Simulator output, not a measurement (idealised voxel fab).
The process module presented herein is designated voxel tone inversion.
Pictured: cross-section cut, 280 nm wide, on a grid of 5 nm square cells.
Throughout this document, each cross-section is represented as a grid of square cells and is presented as a sequence of bands enumerated from the top downward, where a band comprises one or more rows of cells. Top, bottom (nm), then materials left to right with widths (nm); lone material tagged "all across" fills the whole band edge to edge; "blank" = empty space. Where do heights start? At 0: under that level the wafer as delivered is made of one material only. And the lowest band has no floor; it just carries on downward, as in "0 and below". The two numbers in a width such as "30 to 40" mark its ends across the band: the first belongs to the top row of cells, the second to the bottom row, and from each row to the next the width moves by the same amount. "nothing altered", as given for a step, is the statement that not any cell of the cross-section underwent a change during that step. "Sealed-off cavities" specifies each empty space that is not open to the top and that occupies no fewer than 8 cells, using the form width x height at distance, the distance measured from the left edge and all three quantities in nm. What comes after the settings on a step's line is commentary from the simulator itself on that step. When a step includes a mask, the "overlay nm" setting on its line states how far to the right of its planned place that mask lay, and negative values state how far to the left.

Process steps - plan
1. RECEIVE (material Si)
2. CONFORMAL_DEP (material SiN; thk nm 10)
3. DIRECTIONAL_DEP (material aC; thk nm 20)
4. PATTERN (tone cover; mask id POSTS; material resist; width nm 25; pitch nm 40; thk nm 25; overlay nm 0)
5. DIRECTIONAL_ETCH (etch materials aC; depth nm 20)
6. STRIP (etch materials resist)
7. FILL_DEP (material lowk; thk nm 5)
8. CMP (height nm 20)
9. STRIP (etch materials aC)
10. CONFORMAL_DEP (material TiN; thk nm 5)
11. FILL_DEP (material Ru; thk nm 5)
12. CMP (height nm 30)
13. CONFORMAL_DEP (material SiN; thk nm 5)
The wafers in this document start out alike and differ in the height nm applied at step 8; the plan shows the value used for the first wafer.

Incoming state of the first of several wafers in cross-section: after step 1
0 and below = Si all across
Sealed-off cavities: none

At the end of the module, after its last step, step 13, the first of several wafers appears in cross-section as follows
35 down to 30 = SiN all across
30 down to 25 = Ru all across
25 down to 20 = 90 of TiN  15 of Ru  25 of TiN  15 of Ru  25 of TiN  15 of Ru  95 of TiN
20 down to 15 = 85 of lowk  5 of TiN  15 of Ru  5 of TiN  15 of lowk  5 of TiN  15 of Ru  5 of TiN  15 of lowk  5 of TiN  15 of Ru  5 of TiN  90 of lowk
15 down to 10 = 85 of lowk  25 of TiN  15 of lowk  25 of TiN  15 of lowk  25 of TiN  90 of lowk
10 down to 0 = SiN all across
0 and below = Si all across
Sealed-off cavities: none

Last wafer at the end
35 down to 30 = SiN all across
30 down to 10 = 85 of lowk  25 of aC  15 of lowk  25 of aC  15 of lowk  25 of aC  90 of lowk
10 down to 0 = SiN all across
0 and below = Si all across
Sealed-off cavities: none

Tabulated below, wafer by wafer, are the end-of-module results: for each material, the number of cells gained (+) or lost (-) relative to the as-received state, followed by the closed voids
height nm 20, +74 Ru, +168 SiN, +68 TiN, +82 lowk, Sealed-off cavities: none
height nm 25, +27 Ru, +168 SiN, +74 TiN, +123 lowk, Sealed-off cavities: none
height nm 30, +27 Ru, +168 SiN, +33 TiN, +164 lowk, Sealed-off cavities: none
height nm 35, +168 SiN, +60 aC, +164 lowk, Sealed-off cavities: none
